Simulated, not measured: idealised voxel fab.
This section sets out a process module, namely voxel lift off.
Cross-section cut spans 285 nm and uses square cells 5 nm in size.
How to read a cross-section here: the picture is a grid of square cells, written as bands going from the top down, and any band can span one or more rows of cells.
Each band's line starts with the height of the band's top and of its bottom, in nm. Then come its materials from left to right, each with its width in nm. One material with "everywhere" fills the band from edge to edge. "blank" is empty space.
Height is counted from the level 0, under which the received wafer is composed throughout of one material. The lowest of the bands is not closed at the bottom but continues downward, in the notation "0..down".
The expression "30..40" gives the width at the extremes of the band, the first number at its top row of cells and the second at its bottom row, with the width changing by equal amounts from each row to the next in between.
Take "nothing was modified" at face value: in the step it is given for, the cross-section changed in none of its cells.
Empty spaces counting at least 8 cells and having no open way to the top are listed in "Enclosed internal cavities". The notation width x height at distance is used for each, the distance being from the left edge and all three values in nm.
On a step's line, text after the settings is the simulator commenting on that step.
Each step line may optionally specify "overlay nm", which for a step with a mask gives the rightward distance between the mask's planned place and where it lay, a negative value indicating the leftward direction.
**Intended process steps**
| 1 | RECEIVE: material Si |
| 2 | CONFORMAL_DEP: material Al2O3, thk nm 15 |
| 3 | PATTERN: tone open, mask id LINES, material resist, width nm 25, pitch nm 40, thk nm 20, overlay nm -15 |
| 4 | DIRECTIONAL_DEP: material Ru, thk nm 5 |
| 5 | STRIP: etch materials resist |
| 6 | CONFORMAL_DEP: material SiO2, thk nm 10 |
Keep in mind the plan's value for the overlay nm of step 3 comes from the first wafer; the wafers don't share that setting, but they do share the same starting point.
**Cross-section of the first of several received wafers, showing its state after step 1**
- 0..down | Si everywhere
- Enclosed internal cavities: none
**each wafer at the end: cells of each material gained (+) or lost (-) since it was received, then its closed voids**
overlay nm -15, +171 Al2O3, +10 Ru, +121 SiO2, Enclosed internal cavities: none
overlay nm -10, +171 Al2O3, +10 Ru, +121 SiO2, Enclosed internal cavities: none
overlay nm -5, +171 Al2O3, +10 Ru, +121 SiO2, Enclosed internal cavities: none
overlay nm 0, +171 Al2O3, +10 Ru, +121 SiO2, Enclosed internal cavities: none
overlay nm 5, +171 Al2O3, +10 Ru, +121 SiO2, Enclosed internal cavities: none
overlay nm 10, +171 Al2O3, +10 Ru, +121 SiO2, Enclosed internal cavities: none
overlay nm 15, +171 Al2O3, +10 Ru, +121 SiO2, Enclosed internal cavities: none
